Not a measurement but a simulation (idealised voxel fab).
Herein follows the process module entitled voxel capacitor over wiring.
This is section cut - it's 220 nm across, gridded in 5 nm square cells.
In this document a cross-section is written as a grid of square cells. It is given as a series of bands, listed from the top down, and a band is one or more rows of cells.
Band: top and bottom heights (nm) first, top before bottom; then materials from left to right, widths in nm. "throughout" marks a sole material filling the band edge to edge. "empty" denotes empty space.
Heights are measured from 0, the level below which the as-received wafer is all one material; the lowest band has no bottom and continues downward, written as in "from 0 down".
Quick explanation for "30 to 40": the width changes in equal steps down the rows of cells, from the first number in the band's top row to the second number in its bottom row.
Where the words "no change" appear for a step, the cross-section shows no cell changed by that step; every cell remained as before.
Voids not open to the top, 8 cells minimum: see "Entrapped voids". Written width x height at distance; distance is from the left edge; nm.
If you see something after the settings on a step's line, that's the simulator's own remark about that step.
The "overlay nm" setting may appear on a step's line; for a step that uses a mask, it gives how far to the right of its planned position the mask lay, and a negative value indicates the left.

plan:
1,RECEIVE,material Si
2,CONFORMAL_DEP,material SiO2,thk nm 10
3,CONFORMAL_DEP,material SiCN,thk nm 5
4,DIRECTIONAL_DEP,material SiO2,thk nm 25
5,MASKED_ETCH,tone open,mask id METAL_1,width nm 30,pitch nm 85,etch materials SiO2,depth nm 25,overlay nm 0
6,MASKED_ETCH,tone open,mask id METAL_1,width nm 30,pitch nm 85,etch materials SiCN,depth nm 5,overlay nm 0
7,CONFORMAL_DEP,material TiN,thk nm 5
8,FILL_DEP,material Ru,thk nm 10
9,CMP,height nm 40
10,CONFORMAL_DEP,material SiCN,thk nm 5
11,DIRECTIONAL_DEP,material SiO2,thk nm 15
12,DIRECTIONAL_DEP,material aC,thk nm 10
13,PATTERN,tone open,mask id PLUG_1,material resist,width nm 15,thk nm 30,overlay nm 0
14,DIRECTIONAL_ETCH,etch materials aC,depth nm 10
15,STRIP,etch materials resist
16,DIRECTIONAL_ETCH,etch materials SiO2,depth nm 15
17,DIRECTIONAL_ETCH,etch materials SiCN,depth nm 5
18,STRIP,etch materials aC
19,CONFORMAL_DEP,material TiN,thk nm 5
20,FILL_DEP,material Ru,thk nm 10
21,CMP,height nm 60
22,DIRECTIONAL_DEP,material TiN,thk nm 5
23,DIRECTIONAL_DEP,material HfO2,thk nm 5
24,DIRECTIONAL_DEP,material TiN,thk nm 10
25,DIRECTIONAL_DEP,material aC,thk nm 10
26,PATTERN,tone cover,mask id UPPER_PLATE,material resist,width nm 60,thk nm 25,overlay nm 0
27,DIRECTIONAL_ETCH,etch materials aC,depth nm 10
28,STRIP,etch materials resist
29,DIRECTIONAL_ETCH,etch materials TiN,depth nm 10
30,DIRECTIONAL_ETCH,etch materials HfO2,depth nm 5
31,STRIP,etch materials aC
32,DIRECTIONAL_DEP,material aC,thk nm 15
33,PATTERN,tone cover,mask id LOWER_PLATE,material resist,width nm 70,thk nm 30,overlay nm 0
34,DIRECTIONAL_ETCH,etch materials aC,depth nm 15
35,STRIP,etch materials resist
36,DIRECTIONAL_ETCH,etch materials TiN,depth nm 10
37,STRIP,etch materials aC
38,FILL_DEP,material SiO2,thk nm 15
39,CMP,height nm 95
40,MASKED_ETCH,tone open,mask id PLUG_2,width nm 15,etch materials SiO2,depth nm 10,overlay nm 0
41,CONFORMAL_DEP,material TiN,thk nm 5
42,FILL_DEP,material W,thk nm 10
43,CMP,height nm 95
44,CONFORMAL_DEP,material SiN,thk nm 5
The plan's step 22 thk nm is the first wafer's value; the wafers differ in this setting and start identical.

Received condition of the first of several wafers, sectioned: post-step 1:
	from 0 down  Si throughout
	Entrapped voids: none

first wafer at the end, after step 44:
	from 100 to 95  SiN throughout
	from 95 to 90  SiO2: 75, TiN: 5, W: 5, TiN: 5, SiO2: 130
	from 90 to 85  SiO2: 75, TiN: 15, SiO2: 130
	from 85 to 80  SiO2 throughout
	from 80 to 70  SiO2: 65, TiN: 60, SiO2: 95
	from 70 to 65  SiO2: 65, HfO2: 60, SiO2: 95
	from 65 to 60  SiO2: 60, TiN: 70, SiO2: 90
	from 60 to 45  SiO2: 65, TiN: 5, Ru: 5, TiN: 5, SiO2: 140
	from 45 to 40  SiCN: 65, TiN: 15, SiCN: 140
	from 40 to 15  SiO2: 50, TiN: 5, Ru: 20, TiN: 5, SiO2: 55, TiN: 5, Ru: 20, TiN: 5, SiO2: 55
	from 15 to 10  SiCN: 50, TiN: 30, SiCN: 55, TiN: 30, SiCN: 55
	from 10 to 0  SiO2 throughout
	from 0 down  Si throughout
	Entrapped voids: none

X-section, last wafer, module end:
	from 100 to 95  SiN throughout
	from 95 to 90  SiO2: 65, TiN: 60, SiO2: 95
	from 90 to 85  SiO2: 65, HfO2: 60, SiO2: 95
	from 85 to 75  SiO2: 60, TiN: 70, SiO2: 90
	from 75 to 60  TiN throughout
	from 60 to 45  SiO2: 65, TiN: 5, Ru: 5, TiN: 5, SiO2: 140
	from 45 to 40  SiCN: 65, TiN: 15, SiCN: 140
	from 40 to 15  SiO2: 50, TiN: 5, Ru: 20, TiN: 5, SiO2: 55, TiN: 5, Ru: 20, TiN: 5, SiO2: 55
	from 15 to 10  SiCN: 50, TiN: 30, SiCN: 55, TiN: 30, SiCN: 55
	from 10 to 0  SiO2 throughout
	from 0 down  Si throughout
	Entrapped voids: none

What follows is a table in which each wafer occupies a row; for the wafer as it stands at the close of the module, the row states, material by material, how many cells have been gained (+) or lost (-) since receipt, and then gives its closed voids:
thk nm 5 | +12 HfO2 | +43 Ru | +73 SiCN | +44 SiN | +623 SiO2 | +84 TiN | +1 W | Entrapped voids: none
thk nm 10 | +12 HfO2 | +43 Ru | +73 SiCN | +44 SiN | +609 SiO2 | +98 TiN | +1 W | Entrapped voids: none
thk nm 15 | +12 HfO2 | +43 Ru | +73 SiCN | +44 SiN | +568 SiO2 | +140 TiN | Entrapped voids: none
thk nm 20 | +12 HfO2 | +43 Ru | +73 SiCN | +44 SiN | +527 SiO2 | +181 TiN | Entrapped voids: none
thk nm 25 | +12 HfO2 | +43 Ru | +73 SiCN | +44 SiN | +495 SiO2 | +213 TiN | Entrapped voids: none
